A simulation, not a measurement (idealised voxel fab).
Process module in this document: voxel capacitor over wiring
Each square cell in cross-section cut measures 5 nm, and the section as a whole is 195 nm wide.
This document writes a cross-section as a grid whose cells are square, and gives it as bands, listed from the top down; one or more rows of cells form a band.
It is stipulated that each band's entry specify, in nanometres, the height of the top of the band and then that of its bottom, followed by the materials of the band in left-to-right sequence, each together with its width in nanometres. A single material marked by the word "everywhere" is understood to fill the band from edge to edge; the word "blank" is understood to denote empty space.
We count height from 0. Below that, the starting wafer is all one material. The lowest band never ends at the bottom but goes on down; see "z 0 and below" for how that is written.
Width: "30->40" (first number = top row, second number = bottom row, same change from row to row of cells).
It should be understood that the words "no modification", when stated for a given step, signify that the cross-section underwent no change in any of its cells during that step.
This entry, "Unvented voids", enumerates those empty regions of no fewer than 8 cells that possess no open connection to the top. Each region is reported in the form width x height at distance, the distance being taken from the left edge, with all three quantities expressed in nm.
Past the settings on a step's line: simulator remark, on that step.
"overlay nm" denotes, for a step that has a mask, the displacement of the mask to the right of its planned place, with negative values corresponding to the left.

## Listed below are the process steps as planned
1) RECEIVE: material Si
2) CONFORMAL_DEP: material SiO2, thk nm 10
3) DIRECTIONAL_DEP: material TiN, thk nm 5
4) DIRECTIONAL_DEP: material W, thk nm 25
5) DIRECTIONAL_DEP: material aC, thk nm 15
6) PATTERN: tone cover, mask id METAL_1, material resist, width nm 30, pitch nm 85, thk nm 30, overlay nm 0
7) DIRECTIONAL_ETCH: etch materials aC, depth nm 15
8) STRIP: etch materials resist
9) DIRECTIONAL_ETCH: etch materials W, depth nm 25
10) DIRECTIONAL_ETCH: etch materials TiN, depth nm 5
11) STRIP: etch materials aC
12) FILL_DEP: material lowk, thk nm 10
13) CMP: height nm 40
14) CONFORMAL_DEP: material SiCN, thk nm 5
15) DIRECTIONAL_DEP: material lowk, thk nm 15
16) MASKED_ETCH: tone open, mask id PLUG_1, width nm 15, etch materials lowk, depth nm 15, overlay nm 0
17) MASKED_ETCH: tone open, mask id PLUG_1, width nm 15, etch materials SiCN, depth nm 5, overlay nm 0
18) EPI: material Ru, thk nm 10
19) EPI: material Ru, thk nm 10
20) DIRECTIONAL_DEP: material TiN, thk nm 10
21) DIRECTIONAL_DEP: material Al2O3, thk nm 5
22) DIRECTIONAL_DEP: material TiN, thk nm 10
23) MASKED_ETCH: tone cover, mask id UPPER_PLATE, width nm 60, etch materials TiN, depth nm 10, overlay nm 0
24) MASKED_ETCH: tone cover, mask id UPPER_PLATE, width nm 60, etch materials Al2O3, depth nm 5, overlay nm 0
25) DIRECTIONAL_DEP: material aC, thk nm 15
26) PATTERN: tone cover, mask id LOWER_PLATE, material resist, width nm 70, thk nm 30, overlay nm 0
27) DIRECTIONAL_ETCH: etch materials aC, depth nm 15
28) STRIP: etch materials resist
29) DIRECTIONAL_ETCH: etch materials TiN, depth nm 10
30) STRIP: etch materials aC
31) FILL_DEP: material SiO2, thk nm 20
32) CMP: height nm 100
33) PATTERN: tone open, mask id PLUG_2, material resist, width nm 15, thk nm 15, overlay nm 0
34) DIRECTIONAL_ETCH: etch materials SiO2, depth nm 15
35) STRIP: etch materials resist
36) CONFORMAL_DEP: material TiN, thk nm 5
37) FILL_DEP: material W, thk nm 5
38) CMP: height nm 100
39) CONFORMAL_DEP: material SiCN, thk nm 5

## Received-state cross-section, reflecting completion of step 1
	z 0 and below | Si everywhere
	Unvented voids: none

## Wafer at module end, in section. Began as above, planned as above, run with one mistake
	z 105 to 100 | SiCN everywhere
	z 100 to 95 | SiO2: 65  TiN: 15  SiO2: 115
	z 95 to 85 | SiO2: 65  TiN: 50  SiO2: 80
	z 85 to 80 | SiO2: 70  Al2O3: 45  SiO2: 80
	z 80 to 70 | SiO2: 50  TiN: 70  SiO2: 75
	z 70 to 65 | lowk: 55  Al2O3: 15  lowk: 125
	z 65 to 55 | lowk: 55  TiN: 15  lowk: 125
	z 55 to 45 | lowk everywhere
	z 45 to 40 | SiCN everywhere
	z 40 to 15 | lowk: 40  W: 30  lowk: 55  W: 30  lowk: 40
	z 15 to 10 | lowk: 40  TiN: 30  lowk: 55  TiN: 30  lowk: 40
	z 10 to 0 | SiO2 everywhere
	z 0 and below | Si everywhere
	Unvented voids: none
Diagnosis: for step 15, the planned setting was not used; the step was instead run as DIRECTIONAL_DEP: material lowk, thk nm 25
